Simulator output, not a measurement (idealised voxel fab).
process module | voxel self aligned contacts
cross-section cut | 220 nm wide | cells 5 nm
A cross-section is a grid of square cells, given in bands from the top down. A band is one or more rows of cells.
Each band's line starts with the height of the band's top and of its bottom, in nm. Then come its materials from left to right, each with its width in nm. One material with "throughout" fills the band from edge to edge. "air" is empty space.
Height 0 is the level under which the wafer as received is all one material. The lowest band goes on downwards, as in "0 down".
A width such as "30 to 40" changes by the same amount from each row of cells to the next, from the band's top row to its bottom row.
"no change" after a step means that no cell of the cross-section changed.
closed voids: empty space of 8 cells or more with no open way to the top, each as width x height at its distance from the left edge, in nm
after a step's settings: what the simulator itself notes on the step
overlay nm, on a step with a mask: how far to the right of its planned place the mask lay; to the left if negative
plan
1 op RECEIVE | material Si
2 op OXIDIZE | depth nm 5
3 op DIRECTIONAL_DEP | material polySi | thk nm 20
4 op DIRECTIONAL_DEP | material SiN | thk nm 15
5 op PATTERN | tone cover | mask id GATE | material resist | width nm 25 | pitch nm 50 | thk nm 15 | overlay nm 0
6 op DIRECTIONAL_ETCH | etch materials SiN | depth nm 15
7 op DIRECTIONAL_ETCH | etch materials polySi | depth nm 20
8 op STRIP | etch materials resist
9 op CONFORMAL_DEP | material SiN | thk nm 5
10 op DIRECTIONAL_ETCH | etch materials SiN | depth nm 5
11 op FILL_DEP | material SiO2 | thk nm 10
12 op CMP | height nm 40
13 op PATTERN | tone open | mask id CONTACT | material resist | width nm 25 | pitch nm 50 | thk nm 15 | overlay nm 0
14 op DIRECTIONAL_ETCH | etch materials SiO2 | depth nm 45
15 op STRIP | etch materials resist
16 op CONFORMAL_DEP | material TiN | thk nm 5
17 op FILL_DEP | material Ru | thk nm 10
18 op CMP | height nm 40
19 op CONFORMAL_DEP | material SiCN | thk nm 5
varied across the wafers: width nm of step 13. The plan shows the first wafer's value. All wafers start alike
first wafer as received, after step 1
  0 down: Si throughout
  closed voids: none
each wafer at the end: cells of each material gained (+) or lost (-) since it was received, then its closed voids
width nm 25 | +16 Ru | -44 Si | +44 SiCN | +87 SiN | +191 SiO2 | +42 TiN | +60 polySi | closed voids: none
width nm 30 | +16 Ru | -44 Si | +44 SiCN | +87 SiN | +189 SiO2 | +44 TiN | +60 polySi | closed voids: none
width nm 35 | +16 Ru | -44 Si | +44 SiCN | +87 SiN | +187 SiO2 | +46 TiN | +60 polySi | closed voids: none
